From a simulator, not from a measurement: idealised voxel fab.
Title: Process Module voxel transistor to metal
Each square cell in cross-section cut measures 5 nm, and the section as a whole is 180 nm wide.
When this document writes out a cross-section, it uses a grid of square cells and lists it as bands, beginning at the top and moving down, with a band standing for one or more rows of cells.
For a band, the entry starts with two heights in nm, that of the top and then that of the bottom, and carries on with the band's materials in order from left to right, each alongside its width in nm; the word "throughout" beside a single material means it fills the band edge to edge, and "blank" means empty space.
Heights are expressed relative to 0, this being the level below which the as-received wafer comprises one material exclusively. The lowest band is unbounded in the downward direction and is denoted as in "from 0 down".
It should be noted that a width expressed as "30..40" varies in equal increments from row to row of cells within the band, taking the value of the first number at the top row and that of the second number at the bottom row.
Any step labelled "remained unchanged" changed none of the cells in the cross-section.
Entry "Voids lacking openings" = empty spaces >= 8 cells with no open way to the top; each as width x height at distance, distance from left edge, all nm.
If you see something after the settings on a step's line, that's the simulator's own remark about that step.
A step line may carry the setting "overlay nm", which, for steps involving a mask, states the distance by which the mask lay to the right of its intended position; negative values denote displacement to the left.
## Listed below are the process steps as planned
1. RECEIVE (material Si)
2. CONFORMAL_DEP (material SiO2; thk nm 5)
3. CONFORMAL_DEP (material SiN; thk nm 10)
4. MASKED_ETCH (tone cover; mask id ACTIVE; width nm 115; etch materials SiN; depth nm 10; overlay nm 0)
5. MASKED_ETCH (tone cover; mask id ACTIVE; width nm 115; etch materials SiO2; depth nm 5; overlay nm 0)
6. MASKED_ETCH (tone cover; mask id ACTIVE; width nm 115; etch materials Si; depth nm 30; overlay nm 0)
7. OXIDIZE (depth nm 5)
8. FILL_DEP (material SiO2; thk nm 10)
9. CMP (height nm 15)
10. SELECTIVE_ETCH (etch materials SiO2; depth nm 5)
11. STRIP (etch materials SiN)
12. SELECTIVE_ETCH (etch materials SiO2; depth nm 5)
13. OXIDIZE (depth nm 5)
14. DIRECTIONAL_DEP (material polySi; thk nm 30)
15. DIRECTIONAL_DEP (material SiCN; thk nm 15)
16. MASKED_ETCH (tone cover; mask id GATE; width nm 25; etch materials SiCN; depth nm 25; overlay nm 0)
17. MASKED_ETCH (tone cover; mask id GATE; width nm 25; etch materials polySi; depth nm 40; overlay nm 0)
18. CONFORMAL_DEP (material SiO2; thk nm 5)
19. DIRECTIONAL_ETCH (etch materials SiO2; depth nm 5)
20. CONFORMAL_DEP (material SiN; thk nm 10)
21. DIRECTIONAL_ETCH (etch materials SiN; depth nm 10)
22. DIRECTIONAL_ETCH (etch materials SiO2; depth nm 5)
23. EPI (material SiGe; thk nm 5)
24. FILL_DEP (material SiO2; thk nm 5)
25. CMP (height nm 45)
26. DIRECTIONAL_DEP (material SiO2; thk nm 10)
27. PATTERN (tone open; mask id CONTACT; material resist; width nm 35; pitch nm 70; thk nm 15; overlay nm 0)
28. DIRECTIONAL_ETCH (etch materials SiO2; depth nm 55)
29. STRIP (etch materials resist)
30. CONFORMAL_DEP (material TiN; thk nm 5)
31. FILL_DEP (material Ru; thk nm 10)
32. CMP (height nm 55)
33. CONFORMAL_DEP (material SiCN; thk nm 5)
34. DIRECTIONAL_DEP (material SiO2; thk nm 25)
35. PATTERN (tone open; mask id METAL_1; material resist; width nm 20; pitch nm 85; thk nm 15; overlay nm 0)
36. DIRECTIONAL_ETCH (etch materials SiO2; depth nm 25)
37. DIRECTIONAL_ETCH (etch materials SiCN; depth nm 5)
38. STRIP (etch materials resist)
39. CONFORMAL_DEP (material TiN; thk nm 5)
40. FILL_DEP (material Ru; thk nm 5)
41. CMP (height nm 85)
42. CONFORMAL_DEP (material SiCN; thk nm 5)
43. DIRECTIONAL_DEP (material lowk; thk nm 30)
44. PATTERN (tone open; mask id METAL_2; material resist; width nm 20; pitch nm 85; thk nm 15; overlay nm 0)
45. DIRECTIONAL_ETCH (etch materials lowk; depth nm 15)
46. STRIP (etch materials resist)
47. DIRECTIONAL_DEP (material aC; thk nm 10)
48. PATTERN (tone open; mask id METAL_2_HOLES; material resist; width nm 15; pitch nm 85; thk nm 25; overlay nm 0)
49. DIRECTIONAL_ETCH (etch materials aC; depth nm 10)
50. STRIP (etch materials resist)
51. DIRECTIONAL_ETCH (etch materials lowk; depth nm 15)
52. DIRECTIONAL_ETCH (etch materials SiCN; depth nm 5)
53. STRIP (etch materials aC)
54. CONFORMAL_DEP (material TiN; thk nm 5)
55. FILL_DEP (material Ru; thk nm 5)
56. CMP (height nm 120)
57. CONFORMAL_DEP (material SiCN; thk nm 5)
For clarity, it should be stated that the wafers under discussion commence in an identical condition and differ with respect to the depth nm of step 19, the plan indicating the value that the first wafer had.
## The first of several wafers as received, shown in cross-section; this is its state after step 1
    from 0 down | Si throughout
    Voids lacking openings: none
## Heads up, this table goes wafer by wafer. A row tells you, at the end of the module, how many cells of each material that wafer has put on (+) or dropped (-) since it was received, and then its closed voids
depth nm 5, +98 Ru, -126 Si, +109 SiCN, +8 SiGe, +40 SiN, +453 SiO2, +114 TiN, +174 lowk, +30 polySi, Voids lacking openings: none
depth nm 10, +102 Ru, -126 Si, +109 SiCN, +8 SiGe, +44 SiN, +445 SiO2, +114 TiN, +174 lowk, +30 polySi, Voids lacking openings: none
depth nm 15, +104 Ru, -126 Si, +109 SiCN, +12 SiGe, +42 SiN, +441 SiO2, +114 TiN, +174 lowk, +30 polySi, Voids lacking openings: none
depth nm 20, +106 Ru, -126 Si, +109 SiCN, +12 SiGe, +46 SiN, +435 SiO2, +114 TiN, +174 lowk, +30 polySi, Voids lacking openings: none
